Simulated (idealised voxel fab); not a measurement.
Proc. module: voxel wiring stack
Section cut is 260 nm wide and gridded with 5 nm square cells.
This document writes a cross-section as a grid whose cells are square, and gives it as bands, listed from the top down; one or more rows of cells form a band. A band entry consists of two parts. The first gives the height of the band's top and the height of its bottom, in nm. The rest lists the band's materials from left to right, each with its width in nm. A single material labelled with the word "throughout" fills the band from edge to edge, and the word "blank" marks empty space. Heights are expressed relative to 0, this being the level below which the as-received wafer comprises one material exclusively. The lowest band is unbounded in the downward direction and is denoted as in "0 down". The expression "30..40" gives the width at the extremes of the band, the first number at its top row of cells and the second at its bottom row, with the width changing by equal amounts from each row to the next in between. Key: "same as before" - step with no changed cell in the cross-section. Enclosed cavities: empty space of 8 cells or more with no open way to the top, each as width x height at its distance from the left edge, in nm. Past the settings on a step's line: simulator remark, on that step. You can add "overlay nm" to a step's line. For a step with a mask, it describes how far the mask lay to the right of its planned position, and a negative number describes a lay to the left. Before/after cross-section pairs, one process step each; after shown to lowest changed band; step and settings beneath. Pairs may be from different runs of this module on the same starting wafer; a pair continues from the one above only where its "Before step" entry says so.
Before step:
60 to 55 = lowk 90; blank 15; lowk 155
55 to 50 = lowk 90; Ru 15; lowk 155
50 to 45 = SiCN 90; Ru 10; SiCN 160
45 to 20 = lowk 85; W 30; lowk 25; W 30; lowk 90
20 to 15 = lowk 85; TiN 30; lowk 25; TiN 30; lowk 90
15 to 0 = SiO2 throughout
0 down = Si throughout
Enclosed cavities: none
Structure After Step:
60 to 50 = lowk 90; Ru 15; lowk 155
Note: structure below 50 unchanged.
Enclosed cavities: none
Step, before to after (see cross-sections above): EPI | material Ru | thk nm 5
Before step: after-step cross-section of the pair just above applies.
Structure After Step:
65 to 60 = TiN throughout
Note: structure below 60 unchanged.
Enclosed cavities: none
Step, before to after (see cross-sections above): DIRECTIONAL_DEP | material TiN | thk nm 5
Before step: after-step cross-section of the pair just above applies.
Structure After Step:
80 to 65 = W throughout
Note: structure below 65 unchanged.
Enclosed cavities: none
Step, before to after (see cross-sections above): DIRECTIONAL_DEP | material W | thk nm 15
Before step: after-step cross-section of the pair just above applies.
Structure After Step:
95 to 80 = blank 85; resist 30; blank 25; resist 30; blank 90
Note: structure below 80 unchanged.
Enclosed cavities: none
Step, before to after (see cross-sections above): PATTERN | tone cover | mask id METAL_2 | material resist | width nm 30 | pitch nm 55 | thk nm 15 | overlay nm 0
Before step: after-step cross-section of the pair just above applies.
Structure After Step:
95 to 80 = blank 85; resist 30; blank 25; resist 30; blank 90
80 to 65 = blank 85; W 30; blank 25; W 30; blank 90
Note: structure below 65 unchanged.
Enclosed cavities: none
Step, before to after (see cross-sections above): DIRECTIONAL_ETCH | etch materials W | depth nm 15
Before step: after-step cross-section of the pair just above applies.
Structure After Step:
95 to 80 = blank 85; resist 30; blank 25; resist 30; blank 90
80 to 65 = blank 85; W 30; blank 25; W 30; blank 90
65 to 60 = blank 85; TiN 30; blank 25; TiN 30; blank 90
Note: structure below 60 unchanged.
Enclosed cavities: none
Step, before to after (see cross-sections above): DIRECTIONAL_ETCH | etch materials TiN | depth nm 5
Before step: after-step cross-section of the pair just above applies.
Structure After Step:
80 to 65 = blank 85; W 30; blank 25; W 30; blank 90
Note: structure below 65 unchanged.
Enclosed cavities: none
Step, before to after (see cross-sections above): STRIP | etch materials resist
Before step: after-step cross-section of the pair just above applies.
Structure After Step:
90 to 80 = lowk throughout
80 to 65 = lowk 85; W 30; lowk 25; W 30; lowk 90
65 to 60 = lowk 85; TiN 30; lowk 25; TiN 30; lowk 90
Note: structure below 60 unchanged.
Enclosed cavities: none
Step, before to after (see cross-sections above): FILL_DEP | material lowk | thk nm 10
Before step: after-step cross-section of the pair just above applies.
Structure After Step:
80 to 65 = lowk 85; W 30; lowk 25; W 30; lowk 90
Note: structure below 65 unchanged.
Enclosed cavities: none
Step, before to after (see cross-sections above): CMP | height nm 80
Before step: after-step cross-section of the pair just above applies.
Structure After Step:
85 to 80 = SiCN throughout
Note: structure below 80 unchanged.
Enclosed cavities: none
Step, before to after (see cross-sections above): CONFORMAL_DEP | material SiCN | thk nm 5
Before step: after-step cross-section of the pair just above applies.
Structure After Step:
100 to 85 = lowk throughout
Note: structure below 85 unchanged.
Enclosed cavities: none
Step, before to after (see cross-sections above): DIRECTIONAL_DEP | material lowk | thk nm 15
Before step: after-step cross-section of the pair just above applies.
Structure After Step:
120 to 100 = resist 85; blank 15; resist 40; blank 15; resist 105
Note: structure below 100 unchanged.
Enclosed cavities: none
Step, before to after (see cross-sections above): PATTERN | tone open | mask id PLUG_2 | material resist | width nm 15 | pitch nm 55 | thk nm 20 | overlay nm 0
Before step: after-step cross-section of the pair just above applies.
Structure After Step:
120 to 100 = resist 85; blank 15; resist 40; blank 15; resist 105
100 to 85 = lowk 85; blank 15; lowk 40; blank 15; lowk 105
Note: structure below 85 unchanged.
Enclosed cavities: none
Step, before to after (see cross-sections above): DIRECTIONAL_ETCH | etch materials lowk | depth nm 15
Before step: after-step cross-section of the pair just above applies.
Structure After Step:
120 to 100 = resist 85; blank 15; resist 40; blank 15; resist 105
100 to 85 = lowk 85; blank 15; lowk 40; blank 15; lowk 105
85 to 80 = SiCN 85; blank 15; SiCN 40; blank 15; SiCN 105
Note: structure below 80 unchanged.
Enclosed cavities: none
Step, before to after (see cross-sections above): DIRECTIONAL_ETCH | etch materials SiCN | depth nm 5
Before step: after-step cross-section of the pair just above applies.
Structure After Step:
100 to 85 = lowk 85; blank 15; lowk 40; blank 15; lowk 105
Note: structure below 85 unchanged.
Enclosed cavities: none
Step, before to after (see cross-sections above): STRIP | etch materials resist
Before step: after-step cross-section of the pair just above applies.
Structure After Step:
100 to 90 = lowk 85; blank 15; lowk 40; blank 15; lowk 105
90 to 85 = lowk 85; Ru 15; lowk 40; Ru 15; lowk 105
85 to 80 = SiCN 85; Ru 15; SiCN 40; Ru 15; SiCN 105
Note: structure below 80 unchanged.
Enclosed cavities: none
Step, before to after (see cross-sections above): EPI | material Ru | thk nm 10
Before step: after-step cross-section of the pair just above applies.
Structure After Step:
100 to 85 = lowk 85; Ru 15; lowk 40; Ru 15; lowk 105
Note: structure below 85 unchanged.
Enclosed cavities: none
Step, before to after (see cross-sections above): EPI | material Ru | thk nm 10
Before step: after-step cross-section of the pair just above applies.
Structure After Step:
105 to 100 = SiCN throughout
Note: structure below 100 unchanged.
Enclosed cavities: none
Step, before to after (see cross-sections above): CONFORMAL_DEP | material SiCN | thk nm 5
Before step: after-step cross-section of the pair just above applies.
Structure After Step:
125 to 105 = lowk throughout
Note: structure below 105 unchanged.
Enclosed cavities: none
Step, before to after (see cross-sections above): DIRECTIONAL_DEP | material lowk | thk nm 20
Before step: after-step cross-section of the pair just above applies.
Structure After Step:
135 to 125 = aC throughout
Note: structure below 125 unchanged.
Enclosed cavities: none
Step, before to after (see cross-sections above): DIRECTIONAL_DEP | material aC | thk nm 10
Before step: after-step cross-section of the pair just above applies.
Structure After Step:
160 to 135 = resist 85; blank 30; resist 25; blank 30; resist 90
Note: structure below 135 unchanged.
Enclosed cavities: none
Step, before to after (see cross-sections above): PATTERN | tone open | mask id METAL_3 | material resist | width nm 30 | pitch nm 55 | thk nm 25 | overlay nm 0
Before step: after-step cross-section of the pair just above applies.
Structure After Step:
150 to 135 = resist 85; blank 30; resist 25; blank 30; resist 90
135 to 125 = aC 85; blank 30; aC 25; blank 30; aC 90
Note: structure below 125 unchanged.
Enclosed cavities: none
Step, before to after (see cross-sections above): DIRECTIONAL_ETCH | etch materials aC | depth nm 10
Before step: after-step cross-section of the pair just above applies.
Structure After Step:
135 to 125 = aC 85; blank 30; aC 25; blank 30; aC 90
Note: structure below 125 unchanged.
Enclosed cavities: none
Step, before to after (see cross-sections above): STRIP | etch materials resist
Before step: after-step cross-section of the pair just above applies.
Structure After Step:
135 to 125 = aC 85; blank 30; aC 25; blank 30; aC 90
125 to 105 = lowk 85; blank 30; lowk 25; blank 30; lowk 90
Note: structure below 105 unchanged.
Enclosed cavities: none
Step, before to after (see cross-sections above): DIRECTIONAL_ETCH | etch materials lowk | depth nm 20
Before step: after-step cross-section of the pair just above applies.
Structure After Step:
135 to 125 = aC 85; blank 30; aC 25; blank 30; aC 90
125 to 105 = lowk 85; blank 30; lowk 25; blank 30; lowk 90
105 to 100 = SiCN 85; blank 30; SiCN 25; blank 30; SiCN 90
Note: structure below 100 unchanged.
Enclosed cavities: none
Step, before to after (see cross-sections above): DIRECTIONAL_ETCH | etch materials SiCN | depth nm 5
Before step: after-step cross-section of the pair just above applies.
Structure After Step:
125 to 105 = lowk 85; blank 30; lowk 25; blank 30; lowk 90
Note: structure below 105 unchanged.
Enclosed cavities: none
Step, before to after (see cross-sections above): STRIP | etch materials aC
Before step: after-step cross-section of the pair just above applies.
Structure After Step:
130 to 125 = TiN 90; blank 20; TiN 35; blank 20; TiN 95
125 to 105 = lowk 85; TiN 5; blank 20; TiN 5; lowk 25; TiN 5; blank 20; TiN 5; lowk 90
105 to 100 = SiCN 85; TiN 30; SiCN 25; TiN 30; SiCN 90
Note: structure below 100 unchanged.
Enclosed cavities: none
Step, before to after (see cross-sections above): CONFORMAL_DEP | material TiN | thk nm 5
Before step: after-step cross-section of the pair just above applies.
Structure After Step:
140 to 130 = Ru throughout
130 to 125 = TiN 90; Ru 20; TiN 35; Ru 20; TiN 95
125 to 105 = lowk 85; TiN 5; Ru 20; TiN 5; lowk 25; TiN 5; Ru 20; TiN 5; lowk 90
Note: structure below 105 unchanged.
Enclosed cavities: none
Step, before to after (see cross-sections above): FILL_DEP | material Ru | thk nm 10
Before step: after-step cross-section of the pair just above applies.
Structure After Step:
125 to 105 = lowk 85; TiN 5; Ru 20; TiN 5; lowk 25; TiN 5; Ru 20; TiN 5; lowk 90
Note: structure below 105 unchanged.
Enclosed cavities: none
Step, before to after (see cross-sections above): CMP | height nm 125
Before step: after-step cross-section of the pair just above applies.
Structure After Step:
130 to 125 = SiCN throughout
Note: structure below 125 unchanged.
Enclosed cavities: none
Step, before to after (see cross-sections above): CONFORMAL_DEP | material SiCN | thk nm 5
Before step: after-step cross-section of the pair just above applies.
Structure After Step:
140 to 130 = SiO2 throughout
Note: structure below 130 unchanged.
Enclosed cavities: none
Step, before to after (see cross-sections above): DIRECTIONAL_DEP | material SiO2 | thk nm 10
Before step: after-step cross-section of the pair just above applies.
Structure After Step:
140 to 130 = SiO2 85; blank 15; SiO2 40; blank 15; SiO2 105
Note: structure below 130 unchanged.
Enclosed cavities: none
Step, before to after (see cross-sections above): MASKED_ETCH | tone open | mask id PLUG_3 | width nm 15 | pitch nm 55 | etch materials SiO2 | depth nm 10 | overlay nm 0
Before step: after-step cross-section of the pair just above applies.
Structure After Step:
140 to 130 = SiO2 85; blank 15; SiO2 40; blank 15; SiO2 105
130 to 125 = SiCN 85; blank 15; SiCN 40; blank 15; SiCN 105
Note: structure below 125 unchanged.
Enclosed cavities: none
Step, before to after (see cross-sections above): MASKED_ETCH | tone open | mask id PLUG_3 | width nm 15 | pitch nm 55 | etch materials SiCN | depth nm 5 | overlay nm 0
Before step: after-step cross-section of the pair just above applies.
Structure After Step:
145 to 140 = TiN 90; blank 5; TiN 50; blank 5; TiN 110
140 to 130 = SiO2 85; TiN 5; blank 5; TiN 5; SiO2 40; TiN 5; blank 5; TiN 5; SiO2 105
130 to 125 = SiCN 85; TiN 15; SiCN 40; TiN 15; SiCN 105
Note: structure below 125 unchanged.
Enclosed cavities: none
Step, before to after (see cross-sections above): CONFORMAL_DEP | material TiN | thk nm 5
Before step: after-step cross-section of the pair just above applies.
Structure After Step:
155 to 145 = W throughout
145 to 140 = TiN 90; W 5; TiN 50; W 5; TiN 110
140 to 130 = SiO2 85; TiN 5; W 5; TiN 5; SiO2 40; TiN 5; W 5; TiN 5; SiO2 105
Note: structure below 130 unchanged.
Enclosed cavities: none
Step, before to after (see cross-sections above): FILL_DEP | material W | thk nm 10
Before step: after-step cross-section of the pair just above applies.
Structure After Step:
140 to 130 = SiO2 85; TiN 5; W 5; TiN 5; SiO2 40; TiN 5; W 5; TiN 5; SiO2 105
Note: structure below 130 unchanged.
Enclosed cavities: none
Step, before to after (see cross-sections above): CMP | height nm 140
Before step: after-step cross-section of the pair just above applies.
Structure After Step:
145 to 140 = SiN throughout
Note: structure below 140 unchanged.
Enclosed cavities: none
Step, before to after (see cross-sections above): CONFORMAL_DEP | material SiN | thk nm 5
Before step: after-step cross-section of the pair just above applies.
Structure After Step:
165 to 145 = SiO2 throughout
Note: structure below 145 unchanged.
Enclosed cavities: none
Step, before to after (see cross-sections above): DIRECTIONAL_DEP | material SiO2 | thk nm 20
Before step: after-step cross-section of the pair just above applies.
Structure After Step:
185 to 165 = resist 85; blank 30; resist 25; blank 30; resist 90
Note: structure below 165 unchanged.
Enclosed cavities: none
Step, before to after (see cross-sections above): PATTERN | tone open | mask id METAL_4 | material resist | width nm 30 | pitch nm 55 | thk nm 20 | overlay nm 0
Before step: after-step cross-section of the pair just above applies.
Structure After Step:
185 to 165 = resist 85; blank 30; resist 25; blank 30; resist 90
165 to 145 = SiO2 85; blank 30; SiO2 25; blank 30; SiO2 90
Note: structure below 145 unchanged.
Enclosed cavities: none
Step, before to after (see cross-sections above): DIRECTIONAL_ETCH | etch materials SiO2 | depth nm 20
Before step: after-step cross-section of the pair just above applies.
Structure After Step:
185 to 165 = resist 85; blank 30; resist 25; blank 30; resist 90
165 to 145 = SiO2 85; blank 30; SiO2 25; blank 30; SiO2 90
145 to 140 = SiN 85; blank 30; SiN 25; blank 30; SiN 90
Note: structure below 140 unchanged.
Enclosed cavities: none
Step, before to after (see cross-sections above): DIRECTIONAL_ETCH | etch materials SiN | depth nm 5
Before step: after-step cross-section of the pair just above applies.
Structure After Step:
165 to 145 = SiO2 85; blank 30; SiO2 25; blank 30; SiO2 90
Note: structure below 145 unchanged.
Enclosed cavities: none
Step, before to after (see cross-sections above): STRIP | etch materials resist
Before step: after-step cross-section of the pair just above applies.
Structure After Step:
170 to 165 = TiN 90; blank 20; TiN 35; blank 20; TiN 95
165 to 145 = SiO2 85; TiN 5; blank 20; TiN 5; SiO2 25; TiN 5; blank 20; TiN 5; SiO2 90
145 to 140 = SiN 85; TiN 30; SiN 25; TiN 30; SiN 90
Note: structure below 140 unchanged.
Enclosed cavities: none
Step, before to after (see cross-sections above): CONFORMAL_DEP | material TiN | thk nm 5
Before step: after-step cross-section of the pair just above applies.
Structure After Step:
180 to 170 = Cu throughout
170 to 165 = TiN 90; Cu 20; TiN 35; Cu 20; TiN 95
165 to 145 = SiO2 85; TiN 5; Cu 20; TiN 5; SiO2 25; TiN 5; Cu 20; TiN 5; SiO2 90
Note: structure below 145 unchanged.
Enclosed cavities: none
Step, before to after (see cross-sections above): FILL_DEP | material Cu | thk nm 10
Before step: after-step cross-section of the pair just above applies.
Structure After Step:
165 to 145 = SiO2 85; TiN 5; Cu 20; TiN 5; SiO2 25; TiN 5; Cu 20; TiN 5; SiO2 90
Note: structure below 145 unchanged.
Enclosed cavities: none
Step, before to after (see cross-sections above): CMP | height nm 165
Before step: after-step cross-section of the pair just above applies.
Structure After Step:
170 to 165 = blank 80; Ru 40; blank 15; Ru 40; blank 85
Note: structure below 165 unchanged.
Enclosed cavities: none
Step, before to after (see cross-sections above): EPI | material Ru | thk nm 5
Before step: after-step cross-section of the pair just above applies.
Structure After Step:
175 to 170 = SiCN throughout
170 to 165 = SiCN 80; Ru 40; SiCN 15; Ru 40; SiCN 85
Note: structure below 165 unchanged.
Enclosed cavities: none
Step, before to after (see cross-sections above): FILL_DEP | material SiCN | thk nm 5
Before step:
80 to 65 = blank 85; W 30; blank 25; W 30; blank 90
65 to 60 = blank 85; TiN 30; blank 25; TiN 30; blank 90
60 to 50 = lowk 85; Ru 15; lowk 160
50 to 45 = SiCN 85; Ru 15; SiCN 160
45 to 20 = lowk 85; W 30; lowk 25; W 30; lowk 90
20 to 15 = lowk 85; TiN 30; lowk 25; TiN 30; lowk 90
15 to 0 = SiO2 throughout
0 down = Si throughout
Enclosed cavities: none
Structure After Step:
90 to 80 = Ru throughout
80 to 65 = Ru 85; W 30; Ru 25; W 30; Ru 90
65 to 60 = Ru 85; TiN 30; Ru 25; TiN 30; Ru 90
Note: structure below 60 unchanged.
Enclosed cavities: none
Step, before to after (see cross-sections above): FILL_DEP | material Ru | thk nm 10
Before step: after-step cross-section of the pair just above applies.
Structure After Step:
80 to 65 = Ru 85; W 30; Ru 25; W 30; Ru 90
Note: structure below 65 unchanged.
Enclosed cavities: none
Step, before to after (see cross-sections above): CMP | height nm 80
Before step: after-step cross-section of the pair just above applies.
Structure After Step:
85 to 80 = SiCN throughout
Note: structure below 80 unchanged.
Enclosed cavities: none
Step, before to after (see cross-sections above): CONFORMAL_DEP | material SiCN | thk nm 5
Before step: after-step cross-section of the pair just above applies.
Structure After Step:
100 to 85 = lowk throughout
Note: structure below 85 unchanged.
Enclosed cavities: none
Step, before to after (see cross-sections above): DIRECTIONAL_DEP | material lowk | thk nm 15
Before step: after-step cross-section of the pair just above applies.
Structure After Step:
120 to 100 = resist 85; blank 15; resist 40; blank 15; resist 105
Note: structure below 100 unchanged.
Enclosed cavities: none
Step, before to after (see cross-sections above): PATTERN | tone open | mask id PLUG_2 | material resist | width nm 15 | pitch nm 55 | thk nm 20 | overlay nm 0
Before step: after-step cross-section of the pair just above applies.
Structure After Step:
120 to 100 = resist 85; blank 15; resist 40; blank 15; resist 105
100 to 85 = lowk 85; blank 15; lowk 40; blank 15; lowk 105
Note: structure below 85 unchanged.
Enclosed cavities: none
Step, before to after (see cross-sections above): DIRECTIONAL_ETCH | etch materials lowk | depth nm 15
Before step: after-step cross-section of the pair just above applies.
Structure After Step:
120 to 100 = resist 85; blank 15; resist 40; blank 15; resist 105
100 to 85 = lowk 85; blank 15; lowk 40; blank 15; lowk 105
85 to 80 = SiCN 85; blank 15; SiCN 40; blank 15; SiCN 105
Note: structure below 80 unchanged.
Enclosed cavities: none
Step, before to after (see cross-sections above): DIRECTIONAL_ETCH | etch materials SiCN | depth nm 5
Before step: after-step cross-section of the pair just above applies.
Structure After Step:
100 to 85 = lowk 85; blank 15; lowk 40; blank 15; lowk 105
Note: structure below 85 unchanged.
Enclosed cavities: none
Step, before to after (see cross-sections above): STRIP | etch materials resist
Before step: after-step cross-section of the pair just above applies.
Structure After Step:
100 to 90 = lowk 85; blank 15; lowk 40; blank 15; lowk 105
90 to 85 = lowk 85; Ru 15; lowk 40; Ru 15; lowk 105
85 to 80 = SiCN 85; Ru 15; SiCN 40; Ru 15; SiCN 105
Note: structure below 80 unchanged.
Enclosed cavities: none
Step, before to after (see cross-sections above): EPI | material Ru | thk nm 10
Before step: after-step cross-section of the pair just above applies.
Structure After Step:
100 to 85 = lowk 85; Ru 15; lowk 40; Ru 15; lowk 105
Note: structure below 85 unchanged.
Enclosed cavities: none
Step, before to after (see cross-sections above): EPI | material Ru | thk nm 10
Before step: after-step cross-section of the pair just above applies.
Structure After Step:
105 to 100 = SiCN throughout
Note: structure below 100 unchanged.
Enclosed cavities: none
Step, before to after (see cross-sections above): CONFORMAL_DEP | material SiCN | thk nm 5
Before step: after-step cross-section of the pair just above applies.
Structure After Step:
125 to 105 = lowk throughout
Note: structure below 105 unchanged.
Enclosed cavities: none
Step, before to after (see cross-sections above): DIRECTIONAL_DEP | material lowk | thk nm 20
Before step: after-step cross-section of the pair just above applies.
Structure After Step:
135 to 125 = aC throughout
Note: structure below 125 unchanged.
Enclosed cavities: none
Step, before to after (see cross-sections above): DIRECTIONAL_DEP | material aC | thk nm 10
Before step: after-step cross-section of the pair just above applies.
Structure After Step:
160 to 135 = resist 85; blank 30; resist 25; blank 30; resist 90
Note: structure below 135 unchanged.
Enclosed cavities: none
Step, before to after (see cross-sections above): PATTERN | tone open | mask id METAL_3 | material resist | width nm 30 | pitch nm 55 | thk nm 25 | overlay nm 0
Before step: after-step cross-section of the pair just above applies.
Structure After Step:
150 to 135 = resist 85; blank 30; resist 25; blank 30; resist 90
135 to 125 = aC 85; blank 30; aC 25; blank 30; aC 90
Note: structure below 125 unchanged.
Enclosed cavities: none
Step, before to after (see cross-sections above): DIRECTIONAL_ETCH | etch materials aC | depth nm 10
Before step: after-step cross-section of the pair just above applies.
Structure After Step:
135 to 125 = aC 85; blank 30; aC 25; blank 30; aC 90
Note: structure below 125 unchanged.
Enclosed cavities: none
Step, before to after (see cross-sections above): STRIP | etch materials resist
Before step: after-step cross-section of the pair just above applies.
Structure After Step:
135 to 125 = aC 85; blank 30; aC 25; blank 30; aC 90
125 to 105 = lowk 85; blank 30; lowk 25; blank 30; lowk 90
Note: structure below 105 unchanged.
Enclosed cavities: none
Step, before to after (see cross-sections above): DIRECTIONAL_ETCH | etch materials lowk | depth nm 20
Before step: after-step cross-section of the pair just above applies.
Structure After Step:
135 to 125 = aC 85; blank 30; aC 25; blank 30; aC 90
125 to 105 = lowk 85; blank 30; lowk 25; blank 30; lowk 90
105 to 100 = SiCN 85; blank 30; SiCN 25; blank 30; SiCN 90
Note: structure below 100 unchanged.
Enclosed cavities: none
Step, before to after (see cross-sections above): DIRECTIONAL_ETCH | etch materials SiCN | depth nm 5
Before step: after-step cross-section of the pair just above applies.
Structure After Step:
125 to 105 = lowk 85; blank 30; lowk 25; blank 30; lowk 90
Note: structure below 105 unchanged.
Enclosed cavities: none
Step, before to after (see cross-sections above): STRIP | etch materials aC
Before step: after-step cross-section of the pair just above applies.
Structure After Step:
130 to 125 = TiN 90; blank 20; TiN 35; blank 20; TiN 95
125 to 105 = lowk 85; TiN 5; blank 20; TiN 5; lowk 25; TiN 5; blank 20; TiN 5; lowk 90
105 to 100 = SiCN 85; TiN 30; SiCN 25; TiN 30; SiCN 90
Note: structure below 100 unchanged.
Enclosed cavities: none
Step, before to after (see cross-sections above): CONFORMAL_DEP | material TiN | thk nm 5
Before step: after-step cross-section of the pair just above applies.
Structure After Step:
140 to 130 = Ru throughout
130 to 125 = TiN 90; Ru 20; TiN 35; Ru 20; TiN 95
125 to 105 = lowk 85; TiN 5; Ru 20; TiN 5; lowk 25; TiN 5; Ru 20; TiN 5; lowk 90
Note: structure below 105 unchanged.
Enclosed cavities: none
Step, before to after (see cross-sections above): FILL_DEP | material Ru | thk nm 10
Before step: after-step cross-section of the pair just above applies.
Structure After Step:
125 to 105 = lowk 85; TiN 5; Ru 20; TiN 5; lowk 25; TiN 5; Ru 20; TiN 5; lowk 90
Note: structure below 105 unchanged.
Enclosed cavities: none
Step, before to after (see cross-sections above): CMP | height nm 125
Before step: after-step cross-section of the pair just above applies.
Structure After Step:
130 to 125 = SiCN throughout
Note: structure below 125 unchanged.
Enclosed cavities: none
Step, before to after (see cross-sections above): CONFORMAL_DEP | material SiCN | thk nm 5
Before step: after-step cross-section of the pair just above applies.
Structure After Step:
140 to 130 = SiO2 throughout
Note: structure below 130 unchanged.
Enclosed cavities: none
Step, before to after (see cross-sections above): DIRECTIONAL_DEP | material SiO2 | thk nm 10
Before step: after-step cross-section of the pair just above applies.
Structure After Step:
140 to 130 = SiO2 85; blank 15; SiO2 40; blank 15; SiO2 105
Note: structure below 130 unchanged.
Enclosed cavities: none
Step, before to after (see cross-sections above): MASKED_ETCH | tone open | mask id PLUG_3 | width nm 15 | pitch nm 55 | etch materials SiO2 | depth nm 10 | overlay nm 0
Before step: after-step cross-section of the pair just above applies.
Structure After Step:
140 to 130 = SiO2 85; blank 15; SiO2 40; blank 15; SiO2 105
130 to 125 = SiCN 85; blank 15; SiCN 40; blank 15; SiCN 105
Note: structure below 125 unchanged.
Enclosed cavities: none
Step, before to after (see cross-sections above): MASKED_ETCH | tone open | mask id PLUG_3 | width nm 15 | pitch nm 55 | etch materials SiCN | depth nm 5 | overlay nm 0
Before step: after-step cross-section of the pair just above applies.
Structure After Step:
145 to 140 = TiN 90; blank 5; TiN 50; blank 5; TiN 110
140 to 130 = SiO2 85; TiN 5; blank 5; TiN 5; SiO2 40; TiN 5; blank 5; TiN 5; SiO2 105
130 to 125 = SiCN 85; TiN 15; SiCN 40; TiN 15; SiCN 105
Note: structure below 125 unchanged.
Enclosed cavities: none
Step, before to after (see cross-sections above): CONFORMAL_DEP | material TiN | thk nm 5
Before step: after-step cross-section of the pair just above applies.
Structure After Step:
155 to 145 = W throughout
145 to 140 = TiN 90; W 5; TiN 50; W 5; TiN 110
140 to 130 = SiO2 85; TiN 5; W 5; TiN 5; SiO2 40; TiN 5; W 5; TiN 5; SiO2 105
Note: structure below 130 unchanged.
Enclosed cavities: none
Step, before to after (see cross-sections above): FILL_DEP | material W | thk nm 10
Before step: after-step cross-section of the pair just above applies.
Structure After Step:
140 to 130 = SiO2 85; TiN 5; W 5; TiN 5; SiO2 40; TiN 5; W 5; TiN 5; SiO2 105
Note: structure below 130 unchanged.
Enclosed cavities: none
Step, before to after (see cross-sections above): CMP | height nm 140
Before step: after-step cross-section of the pair just above applies.
Structure After Step:
145 to 140 = SiN throughout
Note: structure below 140 unchanged.
Enclosed cavities: none
Step, before to after (see cross-sections above): CONFORMAL_DEP | material SiN | thk nm 5
Before step: after-step cross-section of the pair just above applies.
Structure After Step:
165 to 145 = SiO2 throughout
Note: structure below 145 unchanged.
Enclosed cavities: none
Step, before to after (see cross-sections above): DIRECTIONAL_DEP | material SiO2 | thk nm 20
Before step: after-step cross-section of the pair just above applies.
Structure After Step:
185 to 165 = resist 85; blank 30; resist 25; blank 30; resist 90
Note: structure below 165 unchanged.
Enclosed cavities: none
Step, before to after (see cross-sections above): PATTERN | tone open | mask id METAL_4 | material resist | width nm 30 | pitch nm 55 | thk nm 20 | overlay nm 0
Before step: after-step cross-section of the pair just above applies.
Structure After Step:
185 to 165 = resist 85; blank 30; resist 25; blank 30; resist 90
165 to 145 = SiO2 85; blank 30; SiO2 25; blank 30; SiO2 90
Note: structure below 145 unchanged.
Enclosed cavities: none
Step, before to after (see cross-sections above): DIRECTIONAL_ETCH | etch materials SiO2 | depth nm 20
Before step: after-step cross-section of the pair just above applies.
Structure After Step:
185 to 165 = resist 85; blank 30; resist 25; blank 30; resist 90
165 to 145 = SiO2 85; blank 30; SiO2 25; blank 30; SiO2 90
145 to 140 = SiN 85; blank 30; SiN 25; blank 30; SiN 90
Note: structure below 140 unchanged.
Enclosed cavities: none
Step, before to after (see cross-sections above): DIRECTIONAL_ETCH | etch materials SiN | depth nm 5
Before step: after-step cross-section of the pair just above applies.
Structure After Step:
165 to 145 = SiO2 85; blank 30; SiO2 25; blank 30; SiO2 90
Note: structure below 145 unchanged.
Enclosed cavities: none
Step, before to after (see cross-sections above): STRIP | etch materials resist
Before step: after-step cross-section of the pair just above applies.
Structure After Step:
170 to 165 = TiN 90; blank 20; TiN 35; blank 20; TiN 95
165 to 145 = SiO2 85; TiN 5; blank 20; TiN 5; SiO2 25; TiN 5; blank 20; TiN 5; SiO2 90
145 to 140 = SiN 85; TiN 30; SiN 25; TiN 30; SiN 90
Note: structure below 140 unchanged.
Enclosed cavities: none
Step, before to after (see cross-sections above): CONFORMAL_DEP | material TiN | thk nm 5
Before step: after-step cross-section of the pair just above applies.
Structure After Step:
180 to 170 = Cu throughout
170 to 165 = TiN 90; Cu 20; TiN 35; Cu 20; TiN 95
165 to 145 = SiO2 85; TiN 5; Cu 20; TiN 5; SiO2 25; TiN 5; Cu 20; TiN 5; SiO2 90
Note: structure below 145 unchanged.
Enclosed cavities: none
Step, before to after (see cross-sections above): FILL_DEP | material Cu | thk nm 10
Before step: after-step cross-section of the pair just above applies.
Structure After Step:
165 to 145 = SiO2 85; TiN 5; Cu 20; TiN 5; SiO2 25; TiN 5; Cu 20; TiN 5; SiO2 90
Note: structure below 145 unchanged.
Enclosed cavities: none
Step, before to after (see cross-sections above): CMP | height nm 165
Before step: after-step cross-section of the pair just above applies.
Structure After Step:
170 to 165 = blank 80; Ru 40; blank 15; Ru 40; blank 85
Note: structure below 165 unchanged.
Enclosed cavities: none
Step, before to after (see cross-sections above): EPI | material Ru | thk nm 5
Before step: after-step cross-section of the pair just above applies.
Structure After Step:
175 to 170 = SiCN throughout
170 to 165 = SiCN 80; Ru 40; SiCN 15; Ru 40; SiCN 85
Note: structure below 165 unchanged.
Enclosed cavities: none
Step, before to after (see cross-sections above): FILL_DEP | material SiCN | thk nm 5
Before step:
80 to 65 = W throughout
65 to 60 = TiN throughout
60 to 50 = lowk 85; Ru 15; lowk 160
50 to 45 = SiCN 85; Ru 15; SiCN 160
45 to 20 = lowk 85; W 30; lowk 25; W 30; lowk 90
20 to 15 = lowk 85; TiN 30; lowk 25; TiN 30; lowk 90
15 to 0 = SiO2 throughout
0 down = Si throughout
Enclosed cavities: none
Structure After Step:
95 to 80 = resist 85; blank 30; resist 25; blank 30; resist 90
Note: structure below 80 unchanged.
Enclosed cavities: none
Step, before to after (see cross-sections above): PATTERN | tone open | mask id METAL_2 | material resist | width nm 30 | pitch nm 55 | thk nm 15 | overlay nm 0
Before step: after-step cross-section of the pair just above applies.
Structure After Step:
95 to 80 = resist 85; blank 30; resist 25; blank 30; resist 90
80 to 65 = W 85; blank 30; W 25; blank 30; W 90
Note: structure below 65 unchanged.
Enclosed cavities: none
Step, before to after (see cross-sections above): DIRECTIONAL_ETCH | etch materials W | depth nm 15
Before step: after-step cross-section of the pair just above applies.
Structure After Step:
95 to 80 = resist 85; blank 30; resist 25; blank 30; resist 90
80 to 65 = W 85; blank 30; W 25; blank 30; W 90
65 to 60 = TiN 85; blank 30; TiN 25; blank 30; TiN 90
Note: structure below 60 unchanged.
Enclosed cavities: none
Step, before to after (see cross-sections above): DIRECTIONAL_ETCH | etch materials TiN | depth nm 5
Before step: after-step cross-section of the pair just above applies.
Structure After Step:
80 to 65 = W 85; blank 30; W 25; blank 30; W 90
Note: structure below 65 unchanged.
Enclosed cavities: none
Step, before to after (see cross-sections above): STRIP | etch materials resist
Before step: after-step cross-section of the pair just above applies.
Structure After Step:
90 to 80 = lowk throughout
80 to 65 = W 85; lowk 30; W 25; lowk 30; W 90
65 to 60 = TiN 85; lowk 30; TiN 25; lowk 30; TiN 90
Note: structure below 60 unchanged.
Enclosed cavities: none
Step, before to after (see cross-sections above): FILL_DEP | material lowk | thk nm 10
